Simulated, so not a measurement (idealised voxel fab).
Name of the process module below: voxel released beams
Cross-sectional view cut (width: 160 nm; square cell size: 5 nm).
Just so we're on the same page, the cross-sections are grids of square cells, and they're listed out in bands top to bottom, each band one or more rows deep.
What a band's entry tells you: where the top is and where the bottom is, as heights in nm, and after that what lies inside, material by material from left to right, each with its width in nm. Empty space is written as the word "blank", and a single material marked with the word "full width" occupies the band from edge to edge.
Counting heights begins at 0, where everything beneath is, in the wafer as received, one material. The lowest band has no bottom; it goes on downwards, as "0 down" shows.
A two-number width, for instance "30..40", indicates that the width is equal to the first number in the top row of the band and to the second number in the bottom row, and that it changes by a constant amount per row of cells.
A step reported as "no modifications" is a step in which no cell of the cross-section changed.
Listed in "Unvented internal voids": every empty space of 8 or more cells without an open way to the top. Form: width x height at distance, the distance being from the left edge, all in nm.
Read whatever lies past the settings on a step's line as the simulator's own remark about the step.
What "overlay nm" on a step's line means: if the step has a mask, that mask lay this far to the right of its planned place, or, when the value is negative, to the left.

### So here's the lineup of process steps we planned
1. RECEIVE | material Si
2. CONFORMAL_DEP | material Al2O3 | thk nm 10
3. DIRECTIONAL_DEP | material SiO2 | thk nm 10
4. PATTERN | tone open | mask id ANCHOR | material resist | width nm 30 | thk nm 15 | overlay nm 0
5. DIRECTIONAL_ETCH | etch materials SiO2 | depth nm 10
6. STRIP | etch materials resist
7. CONFORMAL_DEP | material SiN | thk nm 10
8. DIRECTIONAL_DEP | material aC | thk nm 15
9. PATTERN | tone cover | mask id BEAM | material resist | width nm 95 | thk nm 30 | overlay nm 0
10. DIRECTIONAL_ETCH | etch materials aC | depth nm 15
11. STRIP | etch materials resist
12. DIRECTIONAL_ETCH | etch materials SiN | depth nm 10
13. STRIP | etch materials aC
14. STRIP | etch materials SiO2

### Cross-section: wafer on arrival = after step 1
* 0 down | Si full width
* Unvented internal voids: none

### Module complete, cross-section. Starting point and plan per above. One mistake made in running the module
* 20 to 10 | blank (30), then SiN (15), then blank (10), then SiN (70), then blank (35)
* 10 to 0 | blank (35), then SiN (30), then blank (95)
* 0 down | Si full width
* Unvented internal voids: none
So what did we get wrong on this run? yeah, step 2 of the plan got skipped, never ran
